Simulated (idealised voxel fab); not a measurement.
process module | voxel quadruple lines
cross-section cut | 290 nm wide | cells 5 nm
A cross-section is a grid of square cells, given in bands from the top down. A band is one or more rows of cells.
Each band's line starts with the height of the band's top and of its bottom, in nm. Then come its materials from left to right, each with its width in nm. One material with "throughout" fills the band from edge to edge. "air" is empty space.
Height 0 is the level under which the wafer as received is all one material. The lowest band goes on downwards, as in "0 down".
A width such as "30 to 40" changes by the same amount from each row of cells to the next, from the band's top row to its bottom row.
"no change" after a step means that no cell of the cross-section changed.
closed voids: empty space of 8 cells or more with no open way to the top, each as width x height at its distance from the left edge, in nm
after a step's settings: what the simulator itself notes on the step
overlay nm, on a step with a mask: how far to the right of its planned place the mask lay; to the left if negative
plan
1 op RECEIVE | material Si
2 op CONFORMAL_DEP | material Al2O3 | thk nm 5
3 op DIRECTIONAL_DEP | material W | thk nm 10
4 op DIRECTIONAL_DEP | material polySi | thk nm 15
5 op DIRECTIONAL_DEP | material aC | thk nm 20
6 op PATTERN | tone cover | mask id MANDREL | material resist | width nm 35 | pitch nm 100 | thk nm 30 | overlay nm 0
7 op DIRECTIONAL_ETCH | etch materials aC | depth nm 20
8 op STRIP | etch materials resist
9 op CONFORMAL_DEP | material SiO2 | thk nm 15
10 op DIRECTIONAL_ETCH | etch materials SiO2 | depth nm 15
11 op STRIP | etch materials aC
12 op DIRECTIONAL_ETCH | etch materials polySi | depth nm 15
13 op STRIP | etch materials SiO2
14 op CONFORMAL_DEP | material SiCN | thk nm 10
15 op DIRECTIONAL_ETCH | etch materials SiCN | depth nm 10
16 op STRIP | etch materials polySi
17 op DIRECTIONAL_ETCH | etch materials W | depth nm 10
18 op STRIP | etch materials SiCN
19 op FILL_DEP | material SiO2 | thk nm 5
20 op CMP | height nm 15
as received, after step 1
  0 down: Si throughout
  closed voids: none
first wafer at the end, as planned
  15 to 5: SiO2 50 | W 10 | SiO2 15 | W 10 | SiO2 15 | W 10 | SiO2 15 | W 10 | SiO2 15 | W 10 | SiO2 15 | W 10 | SiO2 15 | W 10 | SiO2 15 | W 10 | SiO2 55
  5 to 0: Al2O3 throughout
  0 down: Si throughout
  closed voids: none
second wafer at the end: like start, like plan, one mistake
  15 to 10: SiO2 throughout
  10 to 0: SiO2 50 | W 10 | SiO2 15 | W 10 | SiO2 15 | W 10 | SiO2 15 | W 10 | SiO2 15 | W 10 | SiO2 15 | W 10 | SiO2 15 | W 10 | SiO2 15 | W 10 | SiO2 55
  0 down: Si throughout
  closed voids: none
what went wrong: step 2 was left out
at the end the second wafer has, in cells: 58 fewer of Al2O3 | 58 more of SiO2
